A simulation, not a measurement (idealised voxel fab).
You're looking at the process module voxel double patterning.
The figure presents cross-section cut, which has a width of 245 nm and is divided into square cells with an edge length of 5 nm.
If you're reading a cross-section in this doc, picture square cells in a grid; it comes to you as bands, top ones listed first down to the bottom, and a band can be one or more rows of cells.
Quick guide to a band line: top height, bottom height (nm) up front; then every material left to right with its width in nm. Only one material and it's marked "everywhere"? Then it fills the band edge to edge. And "empty" just means empty space.
It should be noted that heights are counted from 0, beneath which the wafer as supplied is of one material throughout, and that the lowest band possesses no lower boundary but continues downward, as written in "0..down".
Width spec "30..40" -> top row of cells at first value, bottom row at second value, equal per-row change in between.
Step marked "nothing was modified"? Then no cell in the cross-section changed in it.
The label "Catalogued sealed voids" introduces a list of the empty spaces, 8 cells or larger, that have no open way up to the top; each entry in it reads width x height at distance, where the distance is taken from the left edge and all three are stated in nm.
Anything after a step's settings on that line? It's the simulator's own note about the step.
Steps that use a mask can have "overlay nm" on their line. It says how far the mask sat to the right of where it was meant to be. Negative means to the left.

Planned step list for the process
1) op RECEIVE | material Si
2) op CONFORMAL_DEP | material SiO2 | thk nm 10
3) op DIRECTIONAL_DEP | material W | thk nm 15
4) op DIRECTIONAL_DEP | material SiN | thk nm 5
5) op PATTERN | tone open | mask id FIRST | material resist | width nm 15 | pitch nm 50 | thk nm 20 | overlay nm 0
6) op DIRECTIONAL_ETCH | etch materials SiN | depth nm 5
7) op STRIP | etch materials resist
8) op MASKED_ETCH | tone open | mask id SECOND | width nm 15 | etch materials SiN | depth nm 5 | overlay nm 0
9) op DIRECTIONAL_ETCH | etch materials W | depth nm 15
10) op STRIP | etch materials SiN

So this is the incoming wafer in cross-section - it's already been through step 1
  0..down = Si everywhere
  Catalogued sealed voids: none

Wafer at module end, in section. Began as above, planned as above, run with one mistake
  25..10 = 115 of empty / 15 of W / 115 of empty
  10..0 = SiO2 everywhere
  0..down = Si everywhere
  Catalogued sealed voids: none
Want to know what went wrong? step 8 was not run as planned; what actually ran was op MASKED_ETCH | tone cover | mask id SECOND | width nm 15 | etch materials SiN | depth nm 5 | overlay nm 0
